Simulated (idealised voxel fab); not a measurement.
A process module follows: voxel self aligned vias.
The figure presents cross-section cut, which has a width of 165 nm and is divided into square cells with an edge length of 5 nm.
For the purposes of this document, a cross-section shall be understood as a grid of square cells, specified as bands listed in top-to-bottom order, each band consisting of one or more rows of cells.
Heights first: top, then bottom, in nm. Then materials, left to right, each with a width in nm. "everywhere" on a single material: fills the band edge to edge. "empty": empty space.
Note: height 0 marks the level under which the wafer is uniformly one material as received. Lowest band unbounded below, written "0..down".
A width such as "30->40" changes by the same amount from each row of cells to the next, from the band's top row to its bottom row.
No cell of the cross-section changed in a step that is given as "everything unchanged".
"Closed void inventory": sealed empty spaces, 8 cells or more, no open way to top, listed width x height at distance, with distance from the left edge and width, height and distance in nm.
Post-settings text on a step line: simulator's own remark regarding the step.
"overlay nm" answers the question of how far to the right of plan the mask lay on a step that has a mask, and when it is negative the answer is to the left.
### This section lists the process steps that were planned
1 op RECEIVE | material Si
2 op CONFORMAL_DEP | material SiO2 | thk nm 10
3 op CONFORMAL_DEP | material SiCN | thk nm 5
4 op DIRECTIONAL_DEP | material lowk | thk nm 25
5 op PATTERN | tone open | mask id LINES | material resist | width nm 20 | pitch nm 70 | thk nm 15 | overlay nm 0
6 op DIRECTIONAL_ETCH | etch materials lowk | depth nm 25
7 op STRIP | etch materials resist
8 op CONFORMAL_DEP | material TiN | thk nm 5
9 op FILL_DEP | material Ru | thk nm 10
10 op CMP | height nm 40
11 op SELECTIVE_ETCH | etch materials W Ru TiN | depth nm 10
12 op FILL_DEP | material SiN | thk nm 10
13 op CMP | height nm 40
14 op DIRECTIONAL_DEP | material lowk | thk nm 20
15 op MASKED_ETCH | tone open | mask id VIAS | width nm 40 | etch materials lowk | depth nm 20 | overlay nm -10
16 op MASKED_ETCH | tone open | mask id VIAS | width nm 40 | etch materials SiN | depth nm 10 | overlay nm 0
17 op CONFORMAL_DEP | material TiN | thk nm 5
18 op FILL_DEP | material Ru | thk nm 5
19 op CMP | height nm 60
20 op CONFORMAL_DEP | material SiCN | thk nm 5
Heads up: all these wafers start the same, and what changes between them is the overlay nm in step 15. The value you see in the plan is just what the first wafer got.
### Cross-section of the first incoming wafer of several, state after step 1
	0..down | Si everywhere
	Closed void inventory: none
### Module finished, last step 20 done: cross-section of the first of several wafers
	65..60 | SiCN everywhere
	60..45 | lowk (15), TiN (5), Ru (30), TiN (5), lowk (110)
	45..40 | lowk (15), TiN (25), Ru (10), TiN (5), lowk (110)
	40..35 | lowk (35), TiN (5), Ru (10), TiN (5), lowk (50), SiN (20), lowk (40)
	35..30 | lowk (35), TiN (20), lowk (50), SiN (20), lowk (40)
	30..20 | lowk (35), TiN (5), Ru (10), TiN (5), lowk (50), TiN (5), Ru (10), TiN (5), lowk (40)
	20..15 | lowk (35), TiN (20), lowk (50), TiN (20), lowk (40)
	15..10 | SiCN everywhere
	10..0 | SiO2 everywhere
	0..down | Si everywhere
	Closed void inventory: none
### Last-wafer cross-section at the end of the module
	65..60 | SiCN everywhere
	60..45 | lowk (40), TiN (5), Ru (30), TiN (5), lowk (85)
	45..40 | lowk (40), TiN (5), Ru (5), TiN (30), lowk (85)
	40..35 | lowk (35), SiN (5), TiN (5), Ru (5), TiN (5), lowk (50), SiN (20), lowk (40)
	35..30 | lowk (35), SiN (5), TiN (15), lowk (50), SiN (20), lowk (40)
	30..20 | lowk (35), TiN (5), Ru (10), TiN (5), lowk (50), TiN (5), Ru (10), TiN (5), lowk (40)
	20..15 | lowk (35), TiN (20), lowk (50), TiN (20), lowk (40)
	15..10 | SiCN everywhere
	10..0 | SiO2 everywhere
	0..down | Si everywhere
	Closed void inventory: none
### wafer rows; end of module; cells per material since receipt: (+) gained, (-) lost; then closed voids
overlay nm -10, +30 Ru, +66 SiCN, +8 SiN, +66 SiO2, +34 TiN, +225 lowk, Closed void inventory: none
overlay nm -5, +30 Ru, +66 SiCN, +8 SiN, +66 SiO2, +34 TiN, +225 lowk, Closed void inventory: none
overlay nm 0, +30 Ru, +66 SiCN, +8 SiN, +66 SiO2, +34 TiN, +225 lowk, Closed void inventory: none
overlay nm 5, +30 Ru, +66 SiCN, +8 SiN, +66 SiO2, +34 TiN, +225 lowk, Closed void inventory: none
overlay nm 10, +30 Ru, +66 SiCN, +8 SiN, +66 SiO2, +34 TiN, +225 lowk, Closed void inventory: none
overlay nm 15, +28 Ru, +66 SiCN, +10 SiN, +66 SiO2, +34 TiN, +225 lowk, Closed void inventory: none
